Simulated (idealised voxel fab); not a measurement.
process module | voxel ribs on slabs
cross-section cut | 285 nm wide | cells 5 nm
A cross-section is a grid of square cells, given in bands from the top down. A band is one or more rows of cells.
Each band's line starts with the height of the band's top and of its bottom, in nm. Then come its materials from left to right, each with its width in nm. One material with "throughout" fills the band from edge to edge. "air" is empty space.
Height 0 is the level under which the wafer as received is all one material. The lowest band goes on downwards, as in "0 down".
A width such as "30 to 40" changes by the same amount from each row of cells to the next, from the band's top row to its bottom row.
"no change" after a step means that no cell of the cross-section changed.
closed voids: empty space of 8 cells or more with no open way to the top, each as width x height at its distance from the left edge, in nm
after a step's settings: what the simulator itself notes on the step
overlay nm, on a step with a mask: how far to the right of its planned place the mask lay; to the left if negative
plan
1 op RECEIVE | material Si
2 op DIRECTIONAL_DEP | material SiO2 | thk nm 30
3 op DIRECTIONAL_DEP | material SiN | thk nm 25
4 op DIRECTIONAL_DEP | material aC | thk nm 10
5 op PATTERN | tone cover | mask id RIB | material resist | width nm 30 | thk nm 25 | overlay nm 0
6 op DIRECTIONAL_ETCH | etch materials aC | depth nm 10
7 op STRIP | etch materials resist
8 op DIRECTIONAL_ETCH | etch materials SiN | depth nm 5
9 op STRIP | etch materials aC
10 op MASKED_ETCH | tone cover | mask id SLAB | width nm 60 | etch materials SiN | depth nm 20 | overlay nm 0
11 op FILL_DEP | material SiO2 | thk nm 25
12 op CMP | height nm 70
13 op DIRECTIONAL_DEP | material TiN | thk nm 10
14 op PATTERN | tone cover | mask id HEATER | material resist | width nm 40 | thk nm 20 | overlay nm 0
15 op DIRECTIONAL_ETCH | etch materials TiN | depth nm 10
16 op STRIP | etch materials resist
17 op CONFORMAL_DEP | material SiN | thk nm 5
as received, after step 1
  0 down: Si throughout
  closed voids: none
first wafer at the end, as planned
  85 to 80: air 115 | SiN 50 | air 120
  80 to 75: air 115 | SiN 5 | TiN 40 | SiN 5 | air 120
  75 to 70: SiN 120 | TiN 40 | SiN 125
  70 to 55: SiO2 throughout
  55 to 50: SiO2 125 | SiN 30 | SiO2 130
  50 to 30: SiO2 110 | SiN 60 | SiO2 115
  30 to 0: SiO2 throughout
  0 down: Si throughout
  closed voids: none
second wafer at the end: like start, like plan, one mistake
  80 to 70: air 120 | TiN 40 | air 125
  70 to 55: SiO2 throughout
  55 to 50: SiO2 125 | SiN 30 | SiO2 130
  50 to 30: SiO2 110 | SiN 60 | SiO2 115
  30 to 0: SiO2 throughout
  0 down: Si throughout
  closed voids: none
what went wrong: step 17 was left out
at the end the second wafer has, in cells: 61 fewer of SiN
